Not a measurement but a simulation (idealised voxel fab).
process module | voxel self aligned contacts
In the cross-section labelled cut, the width is 180 nm and each square cell is 5 nm.
Think of the cross-section as a grid of square cells. We describe it in bands, top to bottom, and each band covers one or more rows of those cells.
Heads up on the band format: heights come first, top then bottom, in nm. After that it's the materials left to right, each with its width in nm. A single material flagged "throughout" fills the whole band edge to edge, and "air" means there's empty space there.
Ref level 0: as-received wafer is one material below here. Bottom band extends down with no lower bound ("from 0 down").
Per-row width for "30 to 40": begins at first number (top row of band), ends at second number (bottom row), increment between rows held constant.
"no alterations made" (step): cross-section cells unchanged, all of them.
Look at "Sealed void inventory" for the closed voids: empty spaces with no open path to the top, sized 8 cells or up. Each is width x height at distance, distance from the left edge, all nm.
On a step's line, text after the settings is the simulator commenting on that step.
The optional step-line setting "overlay nm" applies to steps with a mask and quantifies how far to the right of its planned location the mask lay, a negative value indicating leftward placement.
Steps planned for the process:
1,RECEIVE: material Si
2,CONFORMAL_DEP: material SiO2, thk nm 5
3,DIRECTIONAL_DEP: material polySi, thk nm 20
4,DIRECTIONAL_DEP: material SiN, thk nm 20
5,MASKED_ETCH: tone cover, mask id GATE, width nm 30, pitch nm 75, etch materials SiN, depth nm 20, overlay nm 0
6,MASKED_ETCH: tone cover, mask id GATE, width nm 30, pitch nm 75, etch materials polySi, depth nm 20, overlay nm 0
7,CONFORMAL_DEP: material SiN, thk nm 10
8,DIRECTIONAL_ETCH: etch materials SiN, depth nm 10
9,FILL_DEP: material SiO2, thk nm 10
10,CMP: height nm 50
11,PATTERN: tone open, mask id CONTACT, material resist, width nm 55, thk nm 20, overlay nm 0
12,DIRECTIONAL_ETCH: etch materials SiO2, depth nm 50
13,STRIP: etch materials resist
14,CONFORMAL_DEP: material TiN, thk nm 5
15,FILL_DEP: material Ru, thk nm 5
16,CMP: height nm 50
17,CONFORMAL_DEP: material SiCN, thk nm 5
Across this set of wafers, the varied parameter is the thk nm of step 17. Starting conditions are identical for every wafer, and the plan reports the value assigned to the first wafer.
Cross-sectional view of the first of several wafers in the as-received condition, corresponding to the state following step 1:
from 0 down  Si throughout
Sealed void inventory: none
Table: wafers, a row each; end-of-module cell change per material since receipt, gain (+), loss (-); then closed voids:
thk nm 5 | +27 Ru | +36 SiCN | +112 SiN | +144 SiO2 | +29 TiN | +48 polySi | Sealed void inventory: none
thk nm 10 | +27 Ru | +72 SiCN | +112 SiN | +144 SiO2 | +29 TiN | +48 polySi | Sealed void inventory: none
thk nm 15 | +27 Ru | +108 SiCN | +112 SiN | +144 SiO2 | +29 TiN | +48 polySi | Sealed void inventory: none
thk nm 20 | +27 Ru | +144 SiCN | +112 SiN | +144 SiO2 | +29 TiN | +48 polySi | Sealed void inventory: none
